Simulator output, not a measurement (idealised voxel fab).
Process module under the name voxel local oxidation
The cross-section on display is named cut; it measures 240 nm wide, and its cells are 5 nm squares.
If you're reading a cross-section in this doc, picture square cells in a grid; it comes to you as bands, top ones listed first down to the bottom, and a band can be one or more rows of cells. Band entry format. Leading values: height of top, height of bottom, nm. Remainder: materials in left-to-right order, each with its width in nm. Special words: "full width" on a single material, which then fills the band edge to edge; "air", empty space. Height reference: 0 = level under which incoming wafer is all one material. Lowest band: no bottom, runs on downward, e.g. "top 0, no bottom". You'd read "30..40" like this: the band's top row of cells is as wide as the first number, its bottom row is as wide as the second, and going down, every row changes width by the same amount as the row before did. The designation "all unchanged", where it is given for a processing step, indicates that no cell of the cross-section was altered in the course of that step. What "Voids, enclosed" gives you is every empty space of 8 cells or more that is cut off from the top. Each appears as width x height at distance, with the distance taken from the left edge and width, height and distance all in nm. Step line, after settings: the simulator's comment on this step. "overlay nm" denotes, for a step that has a mask, the displacement of the mask to the right of its planned place, with negative values corresponding to the left.

The following list gives the planned process steps:
- 1: RECEIVE [material Si]
- 2: CONFORMAL_DEP [material SiO2] [thk nm 5]
- 3: CONFORMAL_DEP [material SiN] [thk nm 10]
- 4: DIRECTIONAL_DEP [material aC] [thk nm 15]
- 5: PATTERN [tone cover] [mask id ACTIVE] [material resist] [width nm 90] [thk nm 35] [overlay nm 0]
- 6: DIRECTIONAL_ETCH [etch materials aC] [depth nm 15]
- 7: STRIP [etch materials resist]
- 8: DIRECTIONAL_ETCH [etch materials SiN] [depth nm 10]
- 9: STRIP [etch materials aC]
- 10: SELECTIVE_ETCH [etch materials SiO2] [depth nm 5]
- 11: OXIDIZE [depth nm 15]
- 12: STRIP [etch materials SiN]

Cross-section: wafer on arrival = after step 1:
top 0, no bottom | Si full width
Voids, enclosed: none

Result of the module, cross-sectioned: start per above, plan per above, one error in how it was run:
top 25, bottom 15 | SiO2 full width
top 15, bottom 5 | SiN full width
top 5, bottom 0 | SiO2 full width
top 0, no bottom | Si full width
Voids, enclosed: none
Here's what went sideways: step 4 did not happen as planned, as run it was DIRECTIONAL_DEP [material SiO2] [thk nm 15]
